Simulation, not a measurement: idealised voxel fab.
Module name: voxel gate over fins (process module)
170 nm wide, 5 nm square cells: that's cross-section cut.
In what follows, cross-sections appear as grids of square cells, described through bands that run from the top down, where every band is one or more rows of cells. Per band: top height and bottom height in nm, followed by the left-to-right materials and their widths in nm; "all across" marks a single material spanning edge to edge, "blank" marks empty space. Where do heights start? At 0: under that level the wafer as delivered is made of one material only. And the lowest band has no floor; it just carries on downward, as in "0 and below". The width entry "30..40" should be interpreted row by row: the top row of cells in the band takes the first number, the bottom row takes the second number, and the change between adjacent rows is uniform throughout. Take "all unchanged" at face value: in the step it is given for, the cross-section changed in none of its cells. Enclosed voids (no open way to top), threshold 8 cells or more, entry "closed voids", notation width x height at distance, distance from left edge, nm. Anything after a step's settings on that line? It's the simulator's own note about the step. overlay nm: right-of-plan distance of the mask on a masked step; negative values mean left-of-plan.

### Process steps (planned)
1. RECEIVE,material Si
2. CONFORMAL_DEP,material SiN,thk nm 5
3. DIRECTIONAL_DEP,material aC,thk nm 15
4. PATTERN,tone cover,mask id FINS,material resist,width nm 15,pitch nm 45,thk nm 35,overlay nm 0
5. DIRECTIONAL_ETCH,etch materials aC,depth nm 15
6. STRIP,etch materials resist
7. DIRECTIONAL_ETCH,etch materials SiN,depth nm 5
8. DIRECTIONAL_ETCH,etch materials Si,depth nm 40
9. STRIP,etch materials aC
10. OXIDIZE,depth nm 5
11. FILL_DEP,material SiO2,thk nm 5
12. CMP,height nm 5
13. SELECTIVE_ETCH,etch materials SiO2,depth nm 15
14. STRIP,etch materials SiN
15. CONFORMAL_DEP,material HfO2,thk nm 5
16. CONFORMAL_DEP,material TiN,thk nm 5
17. FILL_DEP,material W,thk nm 15
18. CMP,height nm 20
19. CONFORMAL_DEP,material SiCN,thk nm 10

### Concerning the first of two wafers, which was run in accordance with the plan

### The cross-section here shows the wafer as received, i.e. in its state after step 1
- 0 and below = Si all across
- closed voids: none

### Wafer section view after processing step 2
- 5 down to 0 = SiN all across
- For the remainder of the cross-section, below 0, there is no change.

### Wafer section view after processing step 3
- 20 down to 5 = aC all across
- For the remainder of the cross-section, below 5, there is no change.

### Wafer section view after processing step 4
- 55 down to 20 = blank 30 nm, then resist 15 nm, then blank 30 nm, then resist 15 nm, then blank 30 nm, then resist 15 nm, then blank 35 nm
- For the remainder of the cross-section, below 20, there is no change.

### Wafer section view after processing step 5
- 40 down to 20 = blank 30 nm, then resist 15 nm, then blank 30 nm, then resist 15 nm, then blank 30 nm, then resist 15 nm, then blank 35 nm
- 20 down to 5 = blank 30 nm, then aC 15 nm, then blank 30 nm, then aC 15 nm, then blank 30 nm, then aC 15 nm, then blank 35 nm
- For the remainder of the cross-section, below 5, there is no change.

### Wafer section view after processing step 6
- 20 down to 5 = blank 30 nm, then aC 15 nm, then blank 30 nm, then aC 15 nm, then blank 30 nm, then aC 15 nm, then blank 35 nm
- For the remainder of the cross-section, below 5, there is no change.

### Wafer section view after processing step 7
- 20 down to 5 = blank 30 nm, then aC 15 nm, then blank 30 nm, then aC 15 nm, then blank 30 nm, then aC 15 nm, then blank 35 nm
- 5 down to 0 = blank 30 nm, then SiN 15 nm, then blank 30 nm, then SiN 15 nm, then blank 30 nm, then SiN 15 nm, then blank 35 nm
- For the remainder of the cross-section, below 0, there is no change.

### Wafer section view after processing step 8
- 20 down to 5 = blank 30 nm, then aC 15 nm, then blank 30 nm, then aC 15 nm, then blank 30 nm, then aC 15 nm, then blank 35 nm
- 5 down to 0 = blank 30 nm, then SiN 15 nm, then blank 30 nm, then SiN 15 nm, then blank 30 nm, then SiN 15 nm, then blank 35 nm
- 0 down to -40 = blank 30 nm, then Si 15 nm, then blank 30 nm, then Si 15 nm, then blank 30 nm, then Si 15 nm, then blank 35 nm
- For the remainder of the cross-section, below -40, there is no change.

### Wafer section view after processing step 9
- 5 down to 0 = blank 30 nm, then SiN 15 nm, then blank 30 nm, then SiN 15 nm, then blank 30 nm, then SiN 15 nm, then blank 35 nm
- For the remainder of the cross-section, below 0, there is no change.

### Wafer section view after processing step 10
- 5 down to 0 = blank 30 nm, then SiN 15 nm, then blank 30 nm, then SiN 15 nm, then blank 30 nm, then SiN 15 nm, then blank 35 nm
- 0 down to -40 = blank 30 nm, then SiO2 5 nm, then Si 5 nm, then SiO2 5 nm, then blank 30 nm, then SiO2 5 nm, then Si 5 nm, then SiO2 5 nm, then blank 30 nm, then SiO2 5 nm, then Si 5 nm, then SiO2 5 nm, then blank 35 nm
- -40 down to -45 = SiO2 35 nm, then Si 5 nm, then SiO2 40 nm, then Si 5 nm, then SiO2 40 nm, then Si 5 nm, then SiO2 40 nm
- For the remainder of the cross-section, below -45, there is no change.

### Wafer section view after processing step 11
- 10 down to 5 = SiO2 all across
- 5 down to 0 = SiO2 30 nm, then SiN 15 nm, then SiO2 30 nm, then SiN 15 nm, then SiO2 30 nm, then SiN 15 nm, then SiO2 35 nm
- 0 down to -45 = SiO2 35 nm, then Si 5 nm, then SiO2 40 nm, then Si 5 nm, then SiO2 40 nm, then Si 5 nm, then SiO2 40 nm
- For the remainder of the cross-section, below -45, there is no change.

### Wafer section view after processing step 12
- 5 down to 0 = SiO2 30 nm, then SiN 15 nm, then SiO2 30 nm, then SiN 15 nm, then SiO2 30 nm, then SiN 15 nm, then SiO2 35 nm
- For the remainder of the cross-section, below 0, there is no change.

### Wafer section view after processing step 13
- 5 down to 0 = blank 30 nm, then SiN 15 nm, then blank 30 nm, then SiN 15 nm, then blank 30 nm, then SiN 15 nm, then blank 35 nm
- 0 down to -10 = blank 35 nm, then Si 5 nm, then blank 40 nm, then Si 5 nm, then blank 40 nm, then Si 5 nm, then blank 40 nm
- For the remainder of the cross-section, below -10, there is no change.

### Wafer section view after processing step 14
- 0 down to -10 = blank 35 nm, then Si 5 nm, then blank 40 nm, then Si 5 nm, then blank 40 nm, then Si 5 nm, then blank 40 nm
- For the remainder of the cross-section, below -10, there is no change.

### Wafer section view after processing step 15
- 5 down to 0 = blank 30 nm, then HfO2 15 nm, then blank 30 nm, then HfO2 15 nm, then blank 30 nm, then HfO2 15 nm, then blank 35 nm
- 0 down to -5 = blank 30 nm, then HfO2 5 nm, then Si 5 nm, then HfO2 5 nm, then blank 30 nm, then HfO2 5 nm, then Si 5 nm, then HfO2 5 nm, then blank 30 nm, then HfO2 5 nm, then Si 5 nm, then HfO2 5 nm, then blank 35 nm
- -5 down to -10 = HfO2 35 nm, then Si 5 nm, then HfO2 40 nm, then Si 5 nm, then HfO2 40 nm, then Si 5 nm, then HfO2 40 nm
- For the remainder of the cross-section, below -10, there is no change.

### Wafer section view after processing step 16
- 10 down to 5 = blank 25 nm, then TiN 25 nm, then blank 20 nm, then TiN 25 nm, then blank 20 nm, then TiN 25 nm, then blank 30 nm
- 5 down to 0 = blank 25 nm, then TiN 5 nm, then HfO2 15 nm, then TiN 5 nm, then blank 20 nm, then TiN 5 nm, then HfO2 15 nm, then TiN 5 nm, then blank 20 nm, then TiN 5 nm, then HfO2 15 nm, then TiN 5 nm, then blank 30 nm
- 0 down to -5 = TiN 30 nm, then HfO2 5 nm, then Si 5 nm, then HfO2 5 nm, then TiN 30 nm, then HfO2 5 nm, then Si 5 nm, then HfO2 5 nm, then TiN 30 nm, then HfO2 5 nm, then Si 5 nm, then HfO2 5 nm, then TiN 35 nm
- For the remainder of the cross-section, below -5, there is no change.

### Wafer section view after processing step 17
- 25 down to 10 = W all across
- 10 down to 5 = W 25 nm, then TiN 25 nm, then W 20 nm, then TiN 25 nm, then W 20 nm, then TiN 25 nm, then W 30 nm
- 5 down to 0 = W 25 nm, then TiN 5 nm, then HfO2 15 nm, then TiN 5 nm, then W 20 nm, then TiN 5 nm, then HfO2 15 nm, then TiN 5 nm, then W 20 nm, then TiN 5 nm, then HfO2 15 nm, then TiN 5 nm, then W 30 nm
- For the remainder of the cross-section, below 0, there is no change.

### Wafer section view after processing step 18
- 20 down to 10 = W all across
- For the remainder of the cross-section, below 10, there is no change.

### Wafer section view after processing step 19
- 30 down to 20 = SiCN all across
- For the remainder of the cross-section, below 20, there is no change.

### Wafer two. Identical start, identical plan. One mistake in execution. Identical history through step 3

### Planned end of step 4: second wafer, cross-section
- 55 down to 20 = resist 30 nm, then blank 15 nm, then resist 30 nm, then blank 15 nm, then resist 30 nm, then blank 15 nm, then resist 35 nm
- For the remainder of the cross-section, below 20, there is no change.

### Planned end of step 5: second wafer, cross-section
- 40 down to 20 = resist 30 nm, then blank 15 nm, then resist 30 nm, then blank 15 nm, then resist 30 nm, then blank 15 nm, then resist 35 nm
- 20 down to 5 = aC 30 nm, then blank 15 nm, then aC 30 nm, then blank 15 nm, then aC 30 nm, then blank 15 nm, then aC 35 nm
- For the remainder of the cross-section, below 5, there is no change.

### Planned end of step 6: second wafer, cross-section
- 20 down to 5 = aC 30 nm, then blank 15 nm, then aC 30 nm, then blank 15 nm, then aC 30 nm, then blank 15 nm, then aC 35 nm
- For the remainder of the cross-section, below 5, there is no change.

### Planned end of step 7: second wafer, cross-section
- 20 down to 5 = aC 30 nm, then blank 15 nm, then aC 30 nm, then blank 15 nm, then aC 30 nm, then blank 15 nm, then aC 35 nm
- 5 down to 0 = SiN 30 nm, then blank 15 nm, then SiN 30 nm, then blank 15 nm, then SiN 30 nm, then blank 15 nm, then SiN 35 nm
- For the remainder of the cross-section, below 0, there is no change.

### Planned end of step 8: second wafer, cross-section
- 20 down to 5 = aC 30 nm, then blank 15 nm, then aC 30 nm, then blank 15 nm, then aC 30 nm, then blank 15 nm, then aC 35 nm
- 5 down to 0 = SiN 30 nm, then blank 15 nm, then SiN 30 nm, then blank 15 nm, then SiN 30 nm, then blank 15 nm, then SiN 35 nm
- 0 down to -40 = Si 30 nm, then blank 15 nm, then Si 30 nm, then blank 15 nm, then Si 30 nm, then blank 15 nm, then Si 35 nm
- For the remainder of the cross-section, below -40, there is no change.

### Planned end of step 9: second wafer, cross-section
- 5 down to 0 = SiN 30 nm, then blank 15 nm, then SiN 30 nm, then blank 15 nm, then SiN 30 nm, then blank 15 nm, then SiN 35 nm
- For the remainder of the cross-section, below 0, there is no change.

### Planned end of step 10: second wafer, cross-section
- 5 down to 0 = SiN 30 nm, then blank 15 nm, then SiN 30 nm, then blank 15 nm, then SiN 30 nm, then blank 15 nm, then SiN 35 nm
- 0 down to -40 = Si 25 nm, then SiO2 5 nm, then blank 15 nm, then SiO2 5 nm, then Si 20 nm, then SiO2 5 nm, then blank 15 nm, then SiO2 5 nm, then Si 20 nm, then SiO2 5 nm, then blank 15 nm, then SiO2 5 nm, then Si 30 nm
- -40 down to -45 = Si 25 nm, then SiO2 25 nm, then Si 20 nm, then SiO2 25 nm, then Si 20 nm, then SiO2 25 nm, then Si 30 nm
- For the remainder of the cross-section, below -45, there is no change.

### Planned end of step 11: second wafer, cross-section
- 10 down to 5 = SiO2 all across
- 5 down to 0 = SiN 30 nm, then SiO2 15 nm, then SiN 30 nm, then SiO2 15 nm, then SiN 30 nm, then SiO2 15 nm, then SiN 35 nm
- 0 down to -45 = Si 25 nm, then SiO2 25 nm, then Si 20 nm, then SiO2 25 nm, then Si 20 nm, then SiO2 25 nm, then Si 30 nm
- For the remainder of the cross-section, below -45, there is no change.

### Planned end of step 12: second wafer, cross-section
- 5 down to 0 = SiN 30 nm, then SiO2 15 nm, then SiN 30 nm, then SiO2 15 nm, then SiN 30 nm, then SiO2 15 nm, then SiN 35 nm
- For the remainder of the cross-section, below 0, there is no change.

### Planned end of step 13: second wafer, cross-section
- 5 down to 0 = SiN 30 nm, then blank 15 nm, then SiN 30 nm, then blank 15 nm, then SiN 30 nm, then blank 15 nm, then SiN 35 nm
- 0 down to -10 = Si 25 nm, then blank 25 nm, then Si 20 nm, then blank 25 nm, then Si 20 nm, then blank 25 nm, then Si 30 nm
- For the remainder of the cross-section, below -10, there is no change.

### Planned end of step 14: second wafer, cross-section
- 0 down to -10 = Si 25 nm, then blank 25 nm, then Si 20 nm, then blank 25 nm, then Si 20 nm, then blank 25 nm, then Si 30 nm
- For the remainder of the cross-section, below -10, there is no change.

### Planned end of step 15: second wafer, cross-section
- 5 down to 0 = HfO2 30 nm, then blank 15 nm, then HfO2 30 nm, then blank 15 nm, then HfO2 30 nm, then blank 15 nm, then HfO2 35 nm
- 0 down to -5 = Si 25 nm, then HfO2 5 nm, then blank 15 nm, then HfO2 5 nm, then Si 20 nm, then HfO2 5 nm, then blank 15 nm, then HfO2 5 nm, then Si 20 nm, then HfO2 5 nm, then blank 15 nm, then HfO2 5 nm, then Si 30 nm
- -5 down to -10 = Si 25 nm, then HfO2 25 nm, then Si 20 nm, then HfO2 25 nm, then Si 20 nm, then HfO2 25 nm, then Si 30 nm
- For the remainder of the cross-section, below -10, there is no change.

### Planned end of step 16: second wafer, cross-section
- 10 down to 5 = TiN 35 nm, then blank 5 nm, then TiN 40 nm, then blank 5 nm, then TiN 40 nm, then blank 5 nm, then TiN 40 nm
- 5 down to 0 = HfO2 30 nm, then TiN 5 nm, then blank 5 nm, then TiN 5 nm, then HfO2 30 nm, then TiN 5 nm, then blank 5 nm, then TiN 5 nm, then HfO2 30 nm, then TiN 5 nm, then blank 5 nm, then TiN 5 nm, then HfO2 35 nm
- 0 down to -5 = Si 25 nm, then HfO2 5 nm, then TiN 15 nm, then HfO2 5 nm, then Si 20 nm, then HfO2 5 nm, then TiN 15 nm, then HfO2 5 nm, then Si 20 nm, then HfO2 5 nm, then TiN 15 nm, then HfO2 5 nm, then Si 30 nm
- For the remainder of the cross-section, below -5, there is no change.

### Planned end of step 17: second wafer, cross-section
- 25 down to 10 = W all across
- 10 down to 5 = TiN 35 nm, then W 5 nm, then TiN 40 nm, then W 5 nm, then TiN 40 nm, then W 5 nm, then TiN 40 nm
- 5 down to 0 = HfO2 30 nm, then TiN 5 nm, then W 5 nm, then TiN 5 nm, then HfO2 30 nm, then TiN 5 nm, then W 5 nm, then TiN 5 nm, then HfO2 30 nm, then TiN 5 nm, then W 5 nm, then TiN 5 nm, then HfO2 35 nm
- For the remainder of the cross-section, below 0, there is no change.

### Planned end of step 18: second wafer, cross-section
- 20 down to 10 = W all across
- For the remainder of the cross-section, below 10, there is no change.

### Planned end of step 19: second wafer, cross-section
- 30 down to 20 = SiCN all across
- For the remainder of the cross-section, below 20, there is no change.
Finding, execution versus plan: step 4 off recipe, ran as PATTERN,tone open,mask id FINS,material resist,width nm 15,pitch nm 45,thk nm 35,overlay nm 0
Final tally in cells, some materials are higher or lower on the second wafer than on the first: +144 Si; -112 SiO2; -32 W
